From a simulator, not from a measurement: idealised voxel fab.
This is a process module. Its name is voxel capacitor over wiring.
It is cross-section cut that appears here, measuring 275 nm in width, its square cells being 5 nm in size.
Cross-section layout: square cells on a grid; listed as bands, top to bottom; a band spans one or more cell rows.
Top, bottom (nm), then materials left to right with widths (nm); lone material tagged "full width" fills the whole band edge to edge; "air" = empty space.
Heights are expressed relative to 0, this being the level below which the as-received wafer comprises one material exclusively. The lowest band is unbounded in the downward direction and is denoted as in "from 0 down".
Read "30..40" as a graded width: first number on top, second number at the bottom, same change between each pair of neighbouring rows.
What does "remained the same" mean for a step? It means no cell of the cross-section changed in that step.
What "Trapped void list" gives you is every empty space of 8 cells or more that is cut off from the top. Each appears as width x height at distance, with the distance taken from the left edge and width, height and distance all in nm.
Heads up: the bit after the settings on a step's line is the simulator's remark on that step.
A step line may carry the setting "overlay nm", which, for steps involving a mask, states the distance by which the mask lay to the right of its intended position; negative values denote displacement to the left.
Structure of the following material. The material consists of pairs of cross-sections. Each pair comprises the cross-section before one process step and the cross-section after that step, the latter shown only down to the lowest band that changed. The step between the cross-sections is specified beneath each pair, including its settings. Pairs are not necessarily consecutive: they may derive from different runs of this module performed on the same starting wafer. Continuity with the pair above is to be assumed only where the entry headed "Pre-step snapshot" of the pair in question states it.
PRE-STEP SNAPSHOT
from 95 to 85 | SiO2=100 / air=15 / SiO2=160
from 85 to 75 | SiO2=90 / TiN=65 / SiO2=120
from 75 to 70 | SiO2=90 / SiN=65 / SiO2=120
from 70 to 65 | SiO2=85 / TiN=75 / SiO2=115
from 65 to 55 | SiO2=90 / TiN=5 / W=5 / TiN=5 / SiO2=170
from 55 to 50 | SiCN=90 / TiN=15 / SiCN=170
from 50 to 45 | SiCN=85 / Ru=25 / SiCN=55 / Ru=25 / SiCN=85
from 45 to 20 | lowk=90 / TiN=5 / W=5 / TiN=5 / lowk=65 / TiN=5 / W=5 / TiN=5 / lowk=90
from 20 to 15 | SiCN=90 / TiN=15 / SiCN=65 / TiN=15 / SiCN=90
from 15 to 0 | SiO2 full width
from 0 down | Si full width
Trapped void list: none
SECTION AFTER PROCESSING
from 100 to 95 | TiN=105 / air=5 / TiN=165
from 95 to 90 | SiO2=100 / TiN=5 / air=5 / TiN=5 / SiO2=160
from 90 to 85 | SiO2=100 / TiN=15 / SiO2=160
At heights below 85, the structure remains unaltered.
Trapped void list: none
Process step (between the before and after cross-sections above): CONFORMAL_DEP,material TiN,thk nm 5
Pre-step snapshot: see preceding pair, after cross-section.
SECTION AFTER PROCESSING
from 105 to 100 | Ru full width
from 100 to 95 | TiN=105 / Ru=5 / TiN=165
from 95 to 90 | SiO2=100 / TiN=5 / Ru=5 / TiN=5 / SiO2=160
At heights below 90, the structure remains unaltered.
Trapped void list: none
Process step (between the before and after cross-sections above): FILL_DEP,material Ru,thk nm 5
Pre-step snapshot: see preceding pair, after cross-section.
SECTION AFTER PROCESSING
from 95 to 90 | SiO2=100 / TiN=5 / Ru=5 / TiN=5 / SiO2=160
At heights below 90, the structure remains unaltered.
Trapped void list: none
Process step (between the before and after cross-sections above): CMP,height nm 95
Pre-step snapshot: see preceding pair, after cross-section.
SECTION AFTER PROCESSING
from 100 to 95 | SiN full width
At heights below 95, the structure remains unaltered.
Trapped void list: none
Process step (between the before and after cross-sections above): CONFORMAL_DEP,material SiN,thk nm 5
PRE-STEP SNAPSHOT
from 45 to 20 | lowk full width
from 20 to 15 | SiCN full width
from 15 to 0 | SiO2 full width
from 0 down | Si full width
Trapped void list: none
SECTION AFTER PROCESSING
from 60 to 45 | resist=90 / air=20 / resist=60 / air=20 / resist=85
At heights below 45, the structure remains unaltered.
Trapped void list: none
Process step (between the before and after cross-sections above): PATTERN,tone open,mask id METAL_1,material resist,width nm 20,pitch nm 80,thk nm 15,overlay nm 5
Pre-step snapshot: see preceding pair, after cross-section.
SECTION AFTER PROCESSING
from 60 to 45 | resist=90 / air=20 / resist=60 / air=20 / resist=85
from 45 to 20 | lowk=90 / air=20 / lowk=60 / air=20 / lowk=85
At heights below 20, the structure remains unaltered.
Trapped void list: none
Process step (between the before and after cross-sections above): DIRECTIONAL_ETCH,etch materials lowk,depth nm 25
Pre-step snapshot: see preceding pair, after cross-section.
SECTION AFTER PROCESSING
from 60 to 45 | resist=90 / air=20 / resist=60 / air=20 / resist=85
from 45 to 20 | lowk=90 / air=20 / lowk=60 / air=20 / lowk=85
from 20 to 15 | SiCN=90 / air=20 / SiCN=60 / air=20 / SiCN=85
At heights below 15, the structure remains unaltered.
Trapped void list: none
Process step (between the before and after cross-sections above): DIRECTIONAL_ETCH,etch materials SiCN,depth nm 5
Pre-step snapshot: see preceding pair, after cross-section.
SECTION AFTER PROCESSING
from 45 to 20 | lowk=90 / air=20 / lowk=60 / air=20 / lowk=85
At heights below 20, the structure remains unaltered.
Trapped void list: none
Process step (between the before and after cross-sections above): STRIP,etch materials resist
Pre-step snapshot: see preceding pair, after cross-section.
SECTION AFTER PROCESSING
from 50 to 45 | TiN=95 / air=10 / TiN=70 / air=10 / TiN=90
from 45 to 20 | lowk=90 / TiN=5 / air=10 / TiN=5 / lowk=60 / TiN=5 / air=10 / TiN=5 / lowk=85
from 20 to 15 | SiCN=90 / TiN=20 / SiCN=60 / TiN=20 / SiCN=85
At heights below 15, the structure remains unaltered.
Trapped void list: none
Process step (between the before and after cross-sections above): CONFORMAL_DEP,material TiN,thk nm 5
Pre-step snapshot: see preceding pair, after cross-section.
SECTION AFTER PROCESSING
from 60 to 50 | W full width
from 50 to 45 | TiN=95 / W=10 / TiN=70 / W=10 / TiN=90
from 45 to 20 | lowk=90 / TiN=5 / W=10 / TiN=5 / lowk=60 / TiN=5 / W=10 / TiN=5 / lowk=85
At heights below 20, the structure remains unaltered.
Trapped void list: none
Process step (between the before and after cross-sections above): FILL_DEP,material W,thk nm 10
Pre-step snapshot: see preceding pair, after cross-section.
SECTION AFTER PROCESSING
from 45 to 20 | lowk=90 / TiN=5 / W=10 / TiN=5 / lowk=60 / TiN=5 / W=10 / TiN=5 / lowk=85
At heights below 20, the structure remains unaltered.
Trapped void list: none
Process step (between the before and after cross-sections above): CMP,height nm 45
Pre-step snapshot: see preceding pair, after cross-section.
SECTION AFTER PROCESSING
from 50 to 45 | air=85 / Ru=30 / air=50 / Ru=30 / air=80
At heights below 45, the structure remains unaltered.
Trapped void list: none
Process step (between the before and after cross-sections above): EPI,material Ru,thk nm 5
Pre-step snapshot: see preceding pair, after cross-section.
SECTION AFTER PROCESSING
from 55 to 50 | SiCN full width
from 50 to 45 | SiCN=85 / Ru=30 / SiCN=50 / Ru=30 / SiCN=80
At heights below 45, the structure remains unaltered.
Trapped void list: none
Process step (between the before and after cross-sections above): FILL_DEP,material SiCN,thk nm 5
Pre-step snapshot: see preceding pair, after cross-section.
SECTION AFTER PROCESSING
from 65 to 55 | SiO2 full width
At heights below 55, the structure remains unaltered.
Trapped void list: none
Process step (between the before and after cross-sections above): DIRECTIONAL_DEP,material SiO2,thk nm 10
Pre-step snapshot: see preceding pair, after cross-section.
SECTION AFTER PROCESSING
from 80 to 65 | resist=90 / air=15 / resist=170
At heights below 65, the structure remains unaltered.
Trapped void list: none
Process step (between the before and after cross-sections above): PATTERN,tone open,mask id PLUG_1,material resist,width nm 15,thk nm 15,overlay nm 0
Pre-step snapshot: see preceding pair, after cross-section.
SECTION AFTER PROCESSING
from 80 to 65 | resist=90 / air=15 / resist=170
from 65 to 55 | SiO2=90 / air=15 / SiO2=170
At heights below 55, the structure remains unaltered.
Trapped void list: none
Process step (between the before and after cross-sections above): DIRECTIONAL_ETCH,etch materials SiO2,depth nm 10
Pre-step snapshot: see preceding pair, after cross-section.
SECTION AFTER PROCESSING
from 80 to 65 | resist=90 / air=15 / resist=170
from 65 to 55 | SiO2=90 / air=15 / SiO2=170
from 55 to 50 | SiCN=90 / air=15 / SiCN=170
At heights below 50, the structure remains unaltered.
Trapped void list: none
Process step (between the before and after cross-sections above): DIRECTIONAL_ETCH,etch materials SiCN,depth nm 5
Pre-step snapshot: see preceding pair, after cross-section.
SECTION AFTER PROCESSING
from 65 to 55 | SiO2=90 / air=15 / SiO2=170
At heights below 55, the structure remains unaltered.
Trapped void list: none
Process step (between the before and after cross-sections above): STRIP,etch materials resist
Pre-step snapshot: see preceding pair, after cross-section.
SECTION AFTER PROCESSING
from 70 to 65 | TiN=95 / air=5 / TiN=175
from 65 to 55 | SiO2=90 / TiN=5 / air=5 / TiN=5 / SiO2=170
from 55 to 50 | SiCN=90 / TiN=15 / SiCN=170
At heights below 50, the structure remains unaltered.
Trapped void list: none
Process step (between the before and after cross-sections above): CONFORMAL_DEP,material TiN,thk nm 5
Pre-step snapshot: see preceding pair, after cross-section.
SECTION AFTER PROCESSING
from 75 to 70 | W full width
from 70 to 65 | TiN=95 / W=5 / TiN=175
from 65 to 55 | SiO2=90 / TiN=5 / W=5 / TiN=5 / SiO2=170
At heights below 55, the structure remains unaltered.
Trapped void list: none
Process step (between the before and after cross-sections above): FILL_DEP,material W,thk nm 5
Pre-step snapshot: see preceding pair, after cross-section.
SECTION AFTER PROCESSING
from 65 to 55 | SiO2=90 / TiN=5 / W=5 / TiN=5 / SiO2=170
At heights below 55, the structure remains unaltered.
Trapped void list: none
Process step (between the before and after cross-sections above): CMP,height nm 65
Pre-step snapshot: see preceding pair, after cross-section.
SECTION AFTER PROCESSING
from 70 to 65 | TiN full width
At heights below 65, the structure remains unaltered.
Trapped void list: none
Process step (between the before and after cross-sections above): DIRECTIONAL_DEP,material TiN,thk nm 5
Pre-step snapshot: see preceding pair, after cross-section.
SECTION AFTER PROCESSING
from 75 to 70 | SiN full width
At heights below 70, the structure remains unaltered.
Trapped void list: none
Process step (between the before and after cross-sections above): DIRECTIONAL_DEP,material SiN,thk nm 5
Pre-step snapshot: see preceding pair, after cross-section.
SECTION AFTER PROCESSING
from 85 to 75 | TiN full width
At heights below 75, the structure remains unaltered.
Trapped void list: none
Process step (between the before and after cross-sections above): DIRECTIONAL_DEP,material TiN,thk nm 10
Pre-step snapshot: see preceding pair, after cross-section.
SECTION AFTER PROCESSING
from 100 to 85 | aC full width
At heights below 85, the structure remains unaltered.
Trapped void list: none
Process step (between the before and after cross-sections above): DIRECTIONAL_DEP,material aC,thk nm 15
Pre-step snapshot: see preceding pair, after cross-section.
SECTION AFTER PROCESSING
from 130 to 100 | air=90 / resist=65 / air=120
At heights below 100, the structure remains unaltered.
Trapped void list: none
Process step (between the before and after cross-sections above): PATTERN,tone cover,mask id UPPER_PLATE,material resist,width nm 65,thk nm 30,overlay nm 0
Pre-step snapshot: see preceding pair, after cross-section.
SECTION AFTER PROCESSING
from 115 to 100 | air=90 / resist=65 / air=120
from 100 to 85 | air=90 / aC=65 / air=120
At heights below 85, the structure remains unaltered.
Trapped void list: none
Process step (between the before and after cross-sections above): DIRECTIONAL_ETCH,etch materials aC,depth nm 15
Pre-step snapshot: see preceding pair, after cross-section.
SECTION AFTER PROCESSING
from 100 to 85 | air=90 / aC=65 / air=120
At heights below 85, the structure remains unaltered.
Trapped void list: none
Process step (between the before and after cross-sections above): STRIP,etch materials resist
Pre-step snapshot: see preceding pair, after cross-section.
SECTION AFTER PROCESSING
from 100 to 85 | air=90 / aC=65 / air=120
from 85 to 75 | air=90 / TiN=65 / air=120
At heights below 75, the structure remains unaltered.
Trapped void list: none
Process step (between the before and after cross-sections above): DIRECTIONAL_ETCH,etch materials TiN,depth nm 10
Pre-step snapshot: see preceding pair, after cross-section.
SECTION AFTER PROCESSING
from 100 to 85 | air=90 / aC=65 / air=120
from 85 to 75 | air=90 / TiN=65 / air=120
from 75 to 70 | air=90 / SiN=65 / air=120
At heights below 70, the structure remains unaltered.
Trapped void list: none
Process step (between the before and after cross-sections above): DIRECTIONAL_ETCH,etch materials SiN,depth nm 5
Pre-step snapshot: see preceding pair, after cross-section.
SECTION AFTER PROCESSING
from 85 to 75 | air=90 / TiN=65 / air=120
At heights below 75, the structure remains unaltered.
Trapped void list: none
Process step (between the before and after cross-sections above): STRIP,etch materials aC
Pre-step snapshot: see preceding pair, after cross-section.
SECTION AFTER PROCESSING
from 100 to 85 | air=85 / resist=75 / air=115
from 85 to 75 | air=85 / resist=5 / TiN=65 / resist=5 / air=115
from 75 to 70 | air=85 / resist=5 / SiN=65 / resist=5 / air=115
At heights below 70, the structure remains unaltered.
Trapped void list: none
Process step (between the before and after cross-sections above): PATTERN,tone cover,mask id LOWER_PLATE,material resist,width nm 75,thk nm 15,overlay nm 0
Pre-step snapshot: see preceding pair, after cross-section.
SECTION AFTER PROCESSING
from 100 to 85 | air=85 / resist=75 / air=115
from 85 to 75 | air=85 / resist=5 / TiN=65 / resist=5 / air=115
from 75 to 70 | air=85 / resist=5 / SiN=65 / resist=5 / air=115
from 70 to 65 | air=85 / TiN=75 / air=115
At heights below 65, the structure remains unaltered.
Trapped void list: none
Process step (between the before and after cross-sections above): DIRECTIONAL_ETCH,etch materials TiN,depth nm 5
Pre-step snapshot: see preceding pair, after cross-section.
SECTION AFTER PROCESSING
from 85 to 75 | air=90 / TiN=65 / air=120
from 75 to 70 | air=90 / SiN=65 / air=120
At heights below 70, the structure remains unaltered.
Trapped void list: none
Process step (between the before and after cross-sections above): STRIP,etch materials resist
Pre-step snapshot: see preceding pair, after cross-section.
SECTION AFTER PROCESSING
from 100 to 85 | SiO2 full width
from 85 to 75 | SiO2=90 / TiN=65 / SiO2=120
from 75 to 70 | SiO2=90 / SiN=65 / SiO2=120
from 70 to 65 | SiO2=85 / TiN=75 / SiO2=115
At heights below 65, the structure remains unaltered.
Trapped void list: none
Process step (between the before and after cross-sections above): FILL_DEP,material SiO2,thk nm 15
Pre-step snapshot: see preceding pair, after cross-section.
SECTION AFTER PROCESSING
from 95 to 85 | SiO2 full width
At heights below 85, the structure remains unaltered.
Trapped void list: none
Process step (between the before and after cross-sections above): CMP,height nm 95
Pre-step snapshot: see preceding pair, after cross-section.
SECTION AFTER PROCESSING
from 95 to 85 | SiO2=100 / air=15 / SiO2=160
At heights below 85, the structure remains unaltered.
Trapped void list: none
Process step (between the before and after cross-sections above): MASKED_ETCH,tone open,mask id PLUG_2,width nm 15,etch materials SiO2,depth nm 10,overlay nm 0
Pre-step snapshot: see preceding pair, after cross-section.
SECTION AFTER PROCESSING
from 100 to 95 | TiN=105 / air=5 / TiN=165
from 95 to 90 | SiO2=100 / TiN=5 / air=5 / TiN=5 / SiO2=160
from 90 to 85 | SiO2=100 / TiN=15 / SiO2=160
At heights below 85, the structure remains unaltered.
Trapped void list: none
Process step (between the before and after cross-sections above): CONFORMAL_DEP,material TiN,thk nm 5
Pre-step snapshot: see preceding pair, after cross-section.
SECTION AFTER PROCESSING
from 105 to 100 | Ru full width
from 100 to 95 | TiN=105 / Ru=5 / TiN=165
from 95 to 90 | SiO2=100 / TiN=5 / Ru=5 / TiN=5 / SiO2=160
At heights below 90, the structure remains unaltered.
Trapped void list: none
Process step (between the before and after cross-sections above): FILL_DEP,material Ru,thk nm 5
Pre-step snapshot: see preceding pair, after cross-section.
SECTION AFTER PROCESSING
from 95 to 90 | SiO2=100 / TiN=5 / Ru=5 / TiN=5 / SiO2=160
At heights below 90, the structure remains unaltered.
Trapped void list: none
Process step (between the before and after cross-sections above): CMP,height nm 95
Pre-step snapshot: see preceding pair, after cross-section.
SECTION AFTER PROCESSING
from 100 to 95 | SiN full width
At heights below 95, the structure remains unaltered.
Trapped void list: none
Process step (between the before and after cross-sections above): CONFORMAL_DEP,material SiN,thk nm 5
PRE-STEP SNAPSHOT
from 15 to 0 | SiO2 full width
from 0 down | Si full width
Trapped void list: none
SECTION AFTER PROCESSING
from 20 to 15 | Ru full width
At heights below 15, the structure remains unaltered.
Trapped void list: none
Process step (between the before and after cross-sections above): CONFORMAL_DEP,material Ru,thk nm 5
Pre-step snapshot: see preceding pair, after cross-section.
SECTION AFTER PROCESSING
from 45 to 20 | lowk full width
At heights below 20, the structure remains unaltered.
Trapped void list: none
Process step (between the before and after cross-sections above): DIRECTIONAL_DEP,material lowk,thk nm 25
Pre-step snapshot: see preceding pair, after cross-section.
SECTION AFTER PROCESSING
from 60 to 45 | resist=85 / air=20 / resist=60 / air=20 / resist=90
At heights below 45, the structure remains unaltered.
Trapped void list: none
Process step (between the before and after cross-sections above): PATTERN,tone open,mask id METAL_1,material resist,width nm 20,pitch nm 80,thk nm 15,overlay nm 0
Pre-step snapshot: see preceding pair, after cross-section.
SECTION AFTER PROCESSING
from 60 to 45 | resist=85 / air=20 / resist=60 / air=20 / resist=90
from 45 to 20 | lowk=85 / air=20 / lowk=60 / air=20 / lowk=90
At heights below 20, the structure remains unaltered.
Trapped void list: none
Process step (between the before and after cross-sections above): DIRECTIONAL_ETCH,etch materials lowk,depth nm 25
Pre-step snapshot: see preceding pair, after cross-section.
SECTION AFTER PROCESSING
from 45 to 20 | lowk=85 / air=20 / lowk=60 / air=20 / lowk=90
At heights below 20, the structure remains unaltered.
Trapped void list: none
Process step (between the before and after cross-sections above): STRIP,etch materials resist
Pre-step snapshot: see preceding pair, after cross-section.
SECTION AFTER PROCESSING
from 50 to 45 | TiN=90 / air=10 / TiN=70 / air=10 / TiN=95
from 45 to 25 | lowk=85 / TiN=5 / air=10 / TiN=5 / lowk=60 / TiN=5 / air=10 / TiN=5 / lowk=90
from 25 to 20 | lowk=85 / TiN=20 / lowk=60 / TiN=20 / lowk=90
At heights below 20, the structure remains unaltered.
Trapped void list: none
Process step (between the before and after cross-sections above): CONFORMAL_DEP,material TiN,thk nm 5
Pre-step snapshot: see preceding pair, after cross-section.
SECTION AFTER PROCESSING
from 60 to 50 | W full width
from 50 to 45 | TiN=90 / W=10 / TiN=70 / W=10 / TiN=95
from 45 to 25 | lowk=85 / TiN=5 / W=10 / TiN=5 / lowk=60 / TiN=5 / W=10 / TiN=5 / lowk=90
At heights below 25, the structure remains unaltered.
Trapped void list: none
Process step (between the before and after cross-sections above): FILL_DEP,material W,thk nm 10
Pre-step snapshot: see preceding pair, after cross-section.
SECTION AFTER PROCESSING
from 45 to 25 | lowk=85 / TiN=5 / W=10 / TiN=5 / lowk=60 / TiN=5 / W=10 / TiN=5 / lowk=90
At heights below 25, the structure remains unaltered.
Trapped void list: none
Process step (between the before and after cross-sections above): CMP,height nm 45
Pre-step snapshot: see preceding pair, after cross-section.
SECTION AFTER PROCESSING
from 50 to 45 | air=80 / Ru=30 / air=50 / Ru=30 / air=85
At heights below 45, the structure remains unaltered.
Trapped void list: none
Process step (between the before and after cross-sections above): EPI,material Ru,thk nm 5
Pre-step snapshot: see preceding pair, after cross-section.
SECTION AFTER PROCESSING
from 55 to 50 | SiCN full width
from 50 to 45 | SiCN=80 / Ru=30 / SiCN=50 / Ru=30 / SiCN=85
At heights below 45, the structure remains unaltered.
Trapped void list: none
Process step (between the before and after cross-sections above): FILL_DEP,material SiCN,thk nm 5
Pre-step snapshot: see preceding pair, after cross-section.
SECTION AFTER PROCESSING
from 65 to 55 | SiO2 full width
At heights below 55, the structure remains unaltered.
Trapped void list: none
Process step (between the before and after cross-sections above): DIRECTIONAL_DEP,material SiO2,thk nm 10
Pre-step snapshot: see preceding pair, after cross-section.
SECTION AFTER PROCESSING
from 80 to 65 | resist=90 / air=15 / resist=170
At heights below 65, the structure remains unaltered.
Trapped void list: none
Process step (between the before and after cross-sections above): PATTERN,tone open,mask id PLUG_1,material resist,width nm 15,thk nm 15,overlay nm 0
Pre-step snapshot: see preceding pair, after cross-section.
SECTION AFTER PROCESSING
from 80 to 65 | resist=90 / air=15 / resist=170
from 65 to 55 | SiO2=90 / air=15 / SiO2=170
At heights below 55, the structure remains unaltered.
Trapped void list: none
Process step (between the before and after cross-sections above): DIRECTIONAL_ETCH,etch materials SiO2,depth nm 10
Pre-step snapshot: see preceding pair, after cross-section.
SECTION AFTER PROCESSING
from 80 to 65 | resist=90 / air=15 / resist=170
from 65 to 55 | SiO2=90 / air=15 / SiO2=170
from 55 to 50 | SiCN=90 / air=15 / SiCN=170
At heights below 50, the structure remains unaltered.
Trapped void list: none
Process step (between the before and after cross-sections above): DIRECTIONAL_ETCH,etch materials SiCN,depth nm 5
Pre-step snapshot: see preceding pair, after cross-section.
SECTION AFTER PROCESSING
from 65 to 55 | SiO2=90 / air=15 / SiO2=170
At heights below 55, the structure remains unaltered.
Trapped void list: none
Process step (between the before and after cross-sections above): STRIP,etch materials resist
Pre-step snapshot: see preceding pair, after cross-section.
SECTION AFTER PROCESSING
from 70 to 65 | TiN=95 / air=5 / TiN=175
from 65 to 55 | SiO2=90 / TiN=5 / air=5 / TiN=5 / SiO2=170
from 55 to 50 | SiCN=90 / TiN=15 / SiCN=170
At heights below 50, the structure remains unaltered.
Trapped void list: none
Process step (between the before and after cross-sections above): CONFORMAL_DEP,material TiN,thk nm 5
Pre-step snapshot: see preceding pair, after cross-section.
SECTION AFTER PROCESSING
from 75 to 70 | W full width
from 70 to 65 | TiN=95 / W=5 / TiN=175
from 65 to 55 | SiO2=90 / TiN=5 / W=5 / TiN=5 / SiO2=170
At heights below 55, the structure remains unaltered.
Trapped void list: none
Process step (between the before and after cross-sections above): FILL_DEP,material W,thk nm 5
Pre-step snapshot: see preceding pair, after cross-section.
SECTION AFTER PROCESSING
from 65 to 55 | SiO2=90 / TiN=5 / W=5 / TiN=5 / SiO2=170
At heights below 55, the structure remains unaltered.
Trapped void list: none
Process step (between the before and after cross-sections above): CMP,height nm 65
Pre-step snapshot: see preceding pair, after cross-section.
SECTION AFTER PROCESSING
from 70 to 65 | TiN full width
At heights below 65, the structure remains unaltered.
Trapped void list: none
Process step (between the before and after cross-sections above): DIRECTIONAL_DEP,material TiN,thk nm 5
Pre-step snapshot: see preceding pair, after cross-section.
SECTION AFTER PROCESSING
from 75 to 70 | SiN full width
At heights below 70, the structure remains unaltered.
Trapped void list: none
Process step (between the before and after cross-sections above): DIRECTIONAL_DEP,material SiN,thk nm 5
Pre-step snapshot: see preceding pair, after cross-section.
SECTION AFTER PROCESSING
from 85 to 75 | TiN full width
At heights below 75, the structure remains unaltered.
Trapped void list: none
Process step (between the before and after cross-sections above): DIRECTIONAL_DEP,material TiN,thk nm 10
Pre-step snapshot: see preceding pair, after cross-section.
SECTION AFTER PROCESSING
from 100 to 85 | aC full width
At heights below 85, the structure remains unaltered.
Trapped void list: none
Process step (between the before and after cross-sections above): DIRECTIONAL_DEP,material aC,thk nm 15
Pre-step snapshot: see preceding pair, after cross-section.
SECTION AFTER PROCESSING
from 130 to 100 | air=90 / resist=65 / air=120
At heights below 100, the structure remains unaltered.
Trapped void list: none
Process step (between the before and after cross-sections above): PATTERN,tone cover,mask id UPPER_PLATE,material resist,width nm 65,thk nm 30,overlay nm 0
Pre-step snapshot: see preceding pair, after cross-section.
SECTION AFTER PROCESSING
from 115 to 100 | air=90 / resist=65 / air=120
from 100 to 85 | air=90 / aC=65 / air=120
At heights below 85, the structure remains unaltered.
Trapped void list: none
Process step (between the before and after cross-sections above): DIRECTIONAL_ETCH,etch materials aC,depth nm 15
Pre-step snapshot: see preceding pair, after cross-section.
SECTION AFTER PROCESSING
from 100 to 85 | air=90 / aC=65 / air=120
At heights below 85, the structure remains unaltered.
Trapped void list: none
Process step (between the before and after cross-sections above): STRIP,etch materials resist
Pre-step snapshot: see preceding pair, after cross-section.
SECTION AFTER PROCESSING
from 100 to 85 | air=90 / aC=65 / air=120
from 85 to 75 | air=90 / TiN=65 / air=120
At heights below 75, the structure remains unaltered.
Trapped void list: none
Process step (between the before and after cross-sections above): DIRECTIONAL_ETCH,etch materials TiN,depth nm 10
Pre-step snapshot: see preceding pair, after cross-section.
SECTION AFTER PROCESSING
from 100 to 85 | air=90 / aC=65 / air=120
from 85 to 75 | air=90 / TiN=65 / air=120
from 75 to 70 | air=90 / SiN=65 / air=120
At heights below 70, the structure remains unaltered.
Trapped void list: none
Process step (between the before and after cross-sections above): DIRECTIONAL_ETCH,etch materials SiN,depth nm 5
Pre-step snapshot: see preceding pair, after cross-section.
SECTION AFTER PROCESSING
from 85 to 75 | air=90 / TiN=65 / air=120
At heights below 75, the structure remains unaltered.
Trapped void list: none
Process step (between the before and after cross-sections above): STRIP,etch materials aC
Pre-step snapshot: see preceding pair, after cross-section.
SECTION AFTER PROCESSING
from 100 to 85 | air=85 / resist=75 / air=115
from 85 to 75 | air=85 / resist=5 / TiN=65 / resist=5 / air=115
from 75 to 70 | air=85 / resist=5 / SiN=65 / resist=5 / air=115
At heights below 70, the structure remains unaltered.
Trapped void list: none
Process step (between the before and after cross-sections above): PATTERN,tone cover,mask id LOWER_PLATE,material resist,width nm 75,thk nm 15,overlay nm 0
Pre-step snapshot: see preceding pair, after cross-section.
SECTION AFTER PROCESSING
from 100 to 85 | air=85 / resist=75 / air=115
from 85 to 75 | air=85 / resist=5 / TiN=65 / resist=5 / air=115
from 75 to 70 | air=85 / resist=5 / SiN=65 / resist=5 / air=115
from 70 to 65 | air=85 / TiN=75 / air=115
At heights below 65, the structure remains unaltered.
Trapped void list: none
Process step (between the before and after cross-sections above): DIRECTIONAL_ETCH,etch materials TiN,depth nm 5
Pre-step snapshot: see preceding pair, after cross-section.
SECTION AFTER PROCESSING
from 85 to 75 | air=90 / TiN=65 / air=120
from 75 to 70 | air=90 / SiN=65 / air=120
At heights below 70, the structure remains unaltered.
Trapped void list: none
Process step (between the before and after cross-sections above): STRIP,etch materials resist
Pre-step snapshot: see preceding pair, after cross-section.
SECTION AFTER PROCESSING
from 100 to 85 | SiO2 full width
from 85 to 75 | SiO2=90 / TiN=65 / SiO2=120
from 75 to 70 | SiO2=90 / SiN=65 / SiO2=120
from 70 to 65 | SiO2=85 / TiN=75 / SiO2=115
At heights below 65, the structure remains unaltered.
Trapped void list: none
Process step (between the before and after cross-sections above): FILL_DEP,material SiO2,thk nm 15
Pre-step snapshot: see preceding pair, after cross-section.
SECTION AFTER PROCESSING
from 95 to 85 | SiO2 full width
At heights below 85, the structure remains unaltered.
Trapped void list: none
Process step (between the before and after cross-sections above): CMP,height nm 95
Pre-step snapshot: see preceding pair, after cross-section.
SECTION AFTER PROCESSING
from 95 to 85 | SiO2=100 / air=15 / SiO2=160
At heights below 85, the structure remains unaltered.
Trapped void list: none
Process step (between the before and after cross-sections above): MASKED_ETCH,tone open,mask id PLUG_2,width nm 15,etch materials SiO2,depth nm 10,overlay nm 0
Pre-step snapshot: see preceding pair, after cross-section.
SECTION AFTER PROCESSING
from 100 to 95 | TiN=105 / air=5 / TiN=165
from 95 to 90 | SiO2=100 / TiN=5 / air=5 / TiN=5 / SiO2=160
from 90 to 85 | SiO2=100 / TiN=15 / SiO2=160
At heights below 85, the structure remains unaltered.
Trapped void list: none
Process step (between the before and after cross-sections above): CONFORMAL_DEP,material TiN,thk nm 5
Pre-step snapshot: see preceding pair, after cross-section.
SECTION AFTER PROCESSING
from 105 to 100 | Ru full width
from 100 to 95 | TiN=105 / Ru=5 / TiN=165
from 95 to 90 | SiO2=100 / TiN=5 / Ru=5 / TiN=5 / SiO2=160
At heights below 90, the structure remains unaltered.
Trapped void list: none
Process step (between the before and after cross-sections above): FILL_DEP,material Ru,thk nm 5
Pre-step snapshot: see preceding pair, after cross-section.
SECTION AFTER PROCESSING
from 95 to 90 | SiO2=100 / TiN=5 / Ru=5 / TiN=5 / SiO2=160
At heights below 90, the structure remains unaltered.
Trapped void list: none
Process step (between the before and after cross-sections above): CMP,height nm 95
Pre-step snapshot: see preceding pair, after cross-section.
SECTION AFTER PROCESSING
from 100 to 95 | SiN full width
At heights below 95, the structure remains unaltered.
Trapped void list: none
Process step (between the before and after cross-sections above): CONFORMAL_DEP,material SiN,thk nm 5
PRE-STEP SNAPSHOT
from 95 to 85 | SiO2 full width
from 85 to 75 | SiO2=90 / TiN=65 / SiO2=120
from 75 to 70 | SiO2=90 / SiN=65 / SiO2=120
from 70 to 65 | SiO2=85 / TiN=75 / SiO2=115
from 65 to 55 | SiO2=90 / TiN=5 / W=5 / TiN=5 / SiO2=170
from 55 to 50 | SiCN=90 / TiN=15 / SiCN=170
from 50 to 45 | SiCN=80 / Ru=30 / SiCN=50 / Ru=30 / SiCN=85
from 45 to 20 | lowk=85 / TiN=5 / W=10 / TiN=5 / lowk=60 / TiN=5 / W=10 / TiN=5 / lowk=90
from 20 to 15 | SiCN=85 / TiN=20 / SiCN=60 / TiN=20 / SiCN=90
from 15 to 0 | SiO2 full width
from 0 down | Si full width
Trapped void list: none
SECTION AFTER PROCESSING
from 95 to 85 | air=100 / SiO2=15 / air=160
At heights below 85, the structure remains unaltered.
Trapped void list: none
Process step (between the before and after cross-sections above): MASKED_ETCH,tone cover,mask id PLUG_2,width nm 15,etch materials SiO2,depth nm 10,overlay nm 0
Pre-step snapshot: see preceding pair, after cross-section.
SECTION AFTER PROCESSING
from 100 to 95 | air=95 / TiN=25 / air=155
from 95 to 90 | air=95 / TiN=5 / SiO2=15 / TiN=5 / air=155
from 90 to 85 | TiN=100 / SiO2=15 / TiN=160
At heights below 85, the structure remains unaltered.
Trapped void list: none
Process step (between the before and after cross-sections above): CONFORMAL_DEP,material TiN,thk nm 5
Pre-step snapshot: see preceding pair, after cross-section.
SECTION AFTER PROCESSING
from 105 to 100 | Ru full width
from 100 to 95 | Ru=95 / TiN=25 / Ru=155
from 95 to 90 | Ru=95 / TiN=5 / SiO2=15 / TiN=5 / Ru=155
At heights below 90, the structure remains unaltered.
Trapped void list: none
Process step (between the before and after cross-sections above): FILL_DEP,material Ru,thk nm 5
Pre-step snapshot: see preceding pair, after cross-section.
SECTION AFTER PROCESSING
from 95 to 90 | Ru=95 / TiN=5 / SiO2=15 / TiN=5 / Ru=155
At heights below 90, the structure remains unaltered.
Trapped void list: none
Process step (between the before and after cross-sections above): CMP,height nm 95
Pre-step snapshot: see preceding pair, after cross-section.
SECTION AFTER PROCESSING
from 100 to 95 | SiN full width
At heights below 95, the structure remains unaltered.
Trapped void list: none
Process step (between the before and after cross-sections above): CONFORMAL_DEP,material SiN,thk nm 5
